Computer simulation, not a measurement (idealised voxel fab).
Documented hereafter: the process module known as voxel spacer lines.
The figure presents cross-section cut, which has a width of 280 nm and is divided into square cells with an edge length of 5 nm.
In this document a cross-section is written as a grid of square cells. It is given as a series of bands, listed from the top down, and a band is one or more rows of cells.
For a band, the entry starts with two heights in nm, that of the top and then that of the bottom, and carries on with the band's materials in order from left to right, each alongside its width in nm; the word "throughout" beside a single material means it fills the band edge to edge, and "empty" means empty space.
Height datum 0, below which the as-received substrate wafer is one material. Lowest band open at the bottom, running downward: "top 0, no bottom".
The width entry "30 to 40" should be interpreted row by row: the top row of cells in the band takes the first number, the bottom row takes the second number, and the change between adjacent rows is uniform throughout.
Key: "remained the same" - step with no changed cell in the cross-section.
So "Sealed internal voids" is basically the list of trapped voids: any empty space of 8 cells or more that can't reach the top through an opening. They're written width x height at distance, the distance being from the left edge, and it's all nm.
On each step's line, the part that comes after the settings is the simulator's own comment on the step.
For masked steps, "overlay nm" on the step line gives how far right of plan the mask actually lay; a minus sign means it lay to the left.

Planned step list for the process
step 1: RECEIVE with material Si
step 2: CONFORMAL_DEP with material Al2O3, thk nm 10
step 3: DIRECTIONAL_DEP with material SiN, thk nm 10
step 4: DIRECTIONAL_DEP with material aC, thk nm 20
step 5: PATTERN with tone cover, mask id MANDREL, material resist, width nm 25, pitch nm 70, thk nm 30, overlay nm -15
step 6: DIRECTIONAL_ETCH with etch materials aC, depth nm 20
step 7: STRIP with etch materials resist
step 8: CONFORMAL_DEP with material SiO2, thk nm 10
step 9: DIRECTIONAL_ETCH with etch materials SiO2, depth nm 10
step 10: STRIP with etch materials aC
step 11: DIRECTIONAL_ETCH with etch materials SiN, depth nm 10
step 12: STRIP with etch materials SiO2
Same starting wafers, different overlay nm at step 5. Plan value belongs to the first wafer.

As-received cross-section, first of several wafers, post step 1
	top 0, no bottom | Si throughout
	Sealed internal voids: none

Once step 12, the last step, is complete, the module is at its end; this is the cross-section of the first of several wafers
	top 20, bottom 10 | empty: 30, SiN: 10, empty: 25, SiN: 10, empty: 25, SiN: 10, empty: 25, SiN: 10, empty: 25, SiN: 10, empty: 25, SiN: 10, empty: 65
	top 10, bottom 0 | Al2O3 throughout
	top 0, no bottom | Si throughout
	Sealed internal voids: none

Cross-section, module end, final of several wafers
	top 20, bottom 10 | empty: 60, SiN: 10, empty: 25, SiN: 10, empty: 25, SiN: 10, empty: 25, SiN: 10, empty: 25, SiN: 10, empty: 25, SiN: 10, empty: 35
	top 10, bottom 0 | Al2O3 throughout
	top 0, no bottom | Si throughout
	Sealed internal voids: none

Rows = wafers. At module end, each row lists per material the cells gained (+) or lost (-) since the wafer was received, then the closed voids
overlay nm -15 | +112 Al2O3 | +24 SiN | Sealed internal voids: none
overlay nm -10 | +112 Al2O3 | +24 SiN | Sealed internal voids: none
overlay nm -5 | +112 Al2O3 | +24 SiN | Sealed internal voids: none
overlay nm 0 | +112 Al2O3 | +24 SiN | Sealed internal voids: none
overlay nm 5 | +112 Al2O3 | +24 SiN | Sealed internal voids: none
overlay nm 10 | +112 Al2O3 | +24 SiN | Sealed internal voids: none
overlay nm 15 | +112 Al2O3 | +24 SiN | Sealed internal voids: none
